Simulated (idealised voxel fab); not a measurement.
The document below concerns the process module designated voxel double patterning.
Xsec cut, 195 nm wide, square cell size 5 nm.
Cross-section spec: square-cell grid; bands listed top down; each band is one or more rows.
Top, bottom (nm), then materials left to right with widths (nm); lone material tagged "throughout" fills the whole band edge to edge; "empty" = empty space.
Basically, 0 is our baseline, since under it the wafer straight out of the box is all one material. The bottom band has no lower end and keeps on going down, so it looks like "top 0, no bottom".
Think of "30 to 40" as a width that walks from the first number to the second as you go down the band, top row to bottom row, taking equal-sized steps from row to row.
A step reported as "no alterations made" is a step in which no cell of the cross-section changed.
Heads up: "Tabulated closed voids" only lists the empty pockets with no open path to the top that are 8 cells or more, and it writes them as width x height at distance, distance from the left edge, in nm.
That trailing text on a step's line, after the settings, is the simulator's own remark on the step.
"overlay nm" answers the question of how far to the right of plan the mask lay on a step that has a mask, and when it is negative the answer is to the left.

**These are the steps we planned for the process**
- 1: RECEIVE: material Si
- 2: CONFORMAL_DEP: material SiO2, thk nm 5
- 3: DIRECTIONAL_DEP: material polySi, thk nm 20
- 4: DIRECTIONAL_DEP: material SiN, thk nm 5
- 5: DIRECTIONAL_DEP: material aC, thk nm 10
- 6: PATTERN: tone open, mask id FIRST, material resist, width nm 15, pitch nm 50, thk nm 30, overlay nm 0
- 7: DIRECTIONAL_ETCH: etch materials aC, depth nm 10
- 8: STRIP: etch materials resist
- 9: DIRECTIONAL_ETCH: etch materials SiN, depth nm 5
- 10: STRIP: etch materials aC
- 11: PATTERN: tone open, mask id SECOND, material resist, width nm 15, thk nm 20, overlay nm 0
- 12: DIRECTIONAL_ETCH: etch materials SiN, depth nm 5
- 13: STRIP: etch materials resist
- 14: DIRECTIONAL_ETCH: etch materials polySi, depth nm 20
- 15: STRIP: etch materials SiN

**First of two wafers - as planned**

**As-received state of the wafer in cross-section, equivalent to post-step 1**
  top 0, no bottom: Si throughout
  Tabulated closed voids: none

**Wafer section view after processing step 2**
  top 5, bottom 0: SiO2 throughout
  Unchanged below 0.

**Wafer section view after processing step 3**
  top 25, bottom 5: polySi throughout
  Unchanged below 5.

**Wafer section view after processing step 4**
  top 30, bottom 25: SiN throughout
  Unchanged below 25.

**Wafer section view after processing step 5**
  top 40, bottom 30: aC throughout
  Unchanged below 30.

**Wafer section view after processing step 6**
  top 70, bottom 40: resist 65; empty 15; resist 35; empty 15; resist 65
  Unchanged below 40.

**Wafer section view after processing step 7**
  top 60, bottom 40: resist 65; empty 15; resist 35; empty 15; resist 65
  top 40, bottom 30: aC 65; empty 15; aC 35; empty 15; aC 65
  Unchanged below 30.

**Wafer section view after processing step 8**
  top 40, bottom 30: aC 65; empty 15; aC 35; empty 15; aC 65
  Unchanged below 30.

**Wafer section view after processing step 9**
  top 40, bottom 30: aC 65; empty 15; aC 35; empty 15; aC 65
  top 30, bottom 25: SiN 65; empty 15; SiN 35; empty 15; SiN 65
  Unchanged below 25.

**Wafer section view after processing step 10**
  top 30, bottom 25: SiN 65; empty 15; SiN 35; empty 15; SiN 65
  Unchanged below 25.

**Wafer section view after processing step 11**
  top 50, bottom 30: resist 90; empty 15; resist 90
  top 30, bottom 25: SiN 65; resist 15; SiN 35; resist 15; SiN 65
  Unchanged below 25.

**Wafer section view after processing step 12**
  top 50, bottom 30: resist 90; empty 15; resist 90
  top 30, bottom 25: SiN 65; resist 15; SiN 10; empty 15; SiN 10; resist 15; SiN 65
  Unchanged below 25.

**Wafer section view after processing step 13**
  top 30, bottom 25: SiN 65; empty 15; SiN 10; empty 15; SiN 10; empty 15; SiN 65
  Unchanged below 25.

**Wafer section view after processing step 14**
  top 30, bottom 25: SiN 65; empty 15; SiN 10; empty 15; SiN 10; empty 15; SiN 65
  top 25, bottom 5: polySi 65; empty 15; polySi 10; empty 15; polySi 10; empty 15; polySi 65
  Unchanged below 5.

**Wafer section view after processing step 15**
  top 25, bottom 5: polySi 65; empty 15; polySi 10; empty 15; polySi 10; empty 15; polySi 65
  Unchanged below 5.

**Second wafer: same start and same plan as the first, one execution error; identical to the first through step 2**

**Cross-section of the second wafer at the time step 3 of the plan should have ended**
  top 45, bottom 5: polySi throughout
  Unchanged below 5.

**Cross-section of the second wafer at the time step 4 of the plan should have ended**
  top 50, bottom 45: SiN throughout
  Unchanged below 45.

**Cross-section of the second wafer at the time step 5 of the plan should have ended**
  top 60, bottom 50: aC throughout
  Unchanged below 50.

**Cross-section of the second wafer at the time step 6 of the plan should have ended**
  top 90, bottom 60: resist 65; empty 15; resist 35; empty 15; resist 65
  Unchanged below 60.

**Cross-section of the second wafer at the time step 7 of the plan should have ended**
  top 80, bottom 60: resist 65; empty 15; resist 35; empty 15; resist 65
  top 60, bottom 50: aC 65; empty 15; aC 35; empty 15; aC 65
  Unchanged below 50.

**Cross-section of the second wafer at the time step 8 of the plan should have ended**
  top 60, bottom 50: aC 65; empty 15; aC 35; empty 15; aC 65
  Unchanged below 50.

**Cross-section of the second wafer at the time step 9 of the plan should have ended**
  top 60, bottom 50: aC 65; empty 15; aC 35; empty 15; aC 65
  top 50, bottom 45: SiN 65; empty 15; SiN 35; empty 15; SiN 65
  Unchanged below 45.

**Cross-section of the second wafer at the time step 10 of the plan should have ended**
  top 50, bottom 45: SiN 65; empty 15; SiN 35; empty 15; SiN 65
  Unchanged below 45.

**Cross-section of the second wafer at the time step 11 of the plan should have ended**
  top 70, bottom 50: resist 90; empty 15; resist 90
  top 50, bottom 45: SiN 65; resist 15; SiN 35; resist 15; SiN 65
  Unchanged below 45.

**Cross-section of the second wafer at the time step 12 of the plan should have ended**
  top 70, bottom 50: resist 90; empty 15; resist 90
  top 50, bottom 45: SiN 65; resist 15; SiN 10; empty 15; SiN 10; resist 15; SiN 65
  Unchanged below 45.

**Cross-section of the second wafer at the time step 13 of the plan should have ended**
  top 50, bottom 45: SiN 65; empty 15; SiN 10; empty 15; SiN 10; empty 15; SiN 65
  Unchanged below 45.

**Cross-section of the second wafer at the time step 14 of the plan should have ended**
  top 50, bottom 45: SiN 65; empty 15; SiN 10; empty 15; SiN 10; empty 15; SiN 65
  top 45, bottom 25: polySi 65; empty 15; polySi 10; empty 15; polySi 10; empty 15; polySi 65
  Unchanged below 25.

**Cross-section of the second wafer at the time step 15 of the plan should have ended**
  top 45, bottom 25: polySi 65; empty 15; polySi 10; empty 15; polySi 10; empty 15; polySi 65
  Unchanged below 25.
Where did the run depart from the plan? plan step 3 was twice executed
The second wafer ends with more or fewer cells of some materials than the first, per final count: 156 more of polySi
